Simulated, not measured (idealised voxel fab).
process module | voxel fin reveal
cross-section cut | 230 nm wide | cells 5 nm
A cross-section is a grid of square cells, given in bands from the top down. A band is one or more rows of cells.
Each band's line starts with the height of the band's top and of its bottom, in nm. Then come its materials from left to right, each with its width in nm. One material with "throughout" fills the band from edge to edge. "air" is empty space.
Height 0 is the level under which the wafer as received is all one material. The lowest band goes on downwards, as in "0 down".
A width such as "30 to 40" changes by the same amount from each row of cells to the next, from the band's top row to its bottom row.
"no change" after a step means that no cell of the cross-section changed.
closed voids: empty space of 8 cells or more with no open way to the top, each as width x height at its distance from the left edge, in nm
after a step's settings: what the simulator itself notes on the step
overlay nm, on a step with a mask: how far to the right of its planned place the mask lay; to the left if negative
plan
1 op RECEIVE | material Si
2 op CONFORMAL_DEP | material SiN | thk nm 5
3 op DIRECTIONAL_DEP | material aC | thk nm 10
4 op PATTERN | tone cover | mask id FINS | material resist | width nm 15 | pitch nm 40 | thk nm 25 | overlay nm 0
5 op DIRECTIONAL_ETCH | etch materials aC | depth nm 10
6 op STRIP | etch materials resist
7 op DIRECTIONAL_ETCH | etch materials SiN | depth nm 5
8 op DIRECTIONAL_ETCH | etch materials Si | depth nm 30
9 op STRIP | etch materials aC
10 op OXIDIZE | depth nm 5
11 op FILL_DEP | material SiO2 | thk nm 10
12 op CMP | height nm 5
13 op SELECTIVE_ETCH | etch materials SiO2 | depth nm 15
14 op STRIP | etch materials SiN
15 op CONFORMAL_DEP | material HfO2 | thk nm 5
as received, after step 1
  0 down: Si throughout
  closed voids: none
first wafer at the end, as planned
  5 to 0: air 85 | HfO2 15 | air 25 | HfO2 15 | air 90
  0 to -5: air 85 | HfO2 5 | Si 5 | HfO2 5 | air 25 | HfO2 5 | Si 5 | HfO2 5 | air 90
  -5 to -10: HfO2 90 | Si 5 | HfO2 35 | Si 5 | HfO2 95
  -10 to -35: SiO2 90 | Si 5 | SiO2 35 | Si 5 | SiO2 95
  -35 down: Si throughout
  closed voids: none
second wafer at the end: like start, like plan, one mistake
  0 to -10: air 90 | Si 5 | air 35 | Si 5 | air 95
  -10 to -35: SiO2 90 | Si 5 | SiO2 35 | Si 5 | SiO2 95
  -35 down: Si throughout
  closed voids: none
what went wrong: step 15 was left out
at the end the second wafer has, in cells: 54 fewer of HfO2
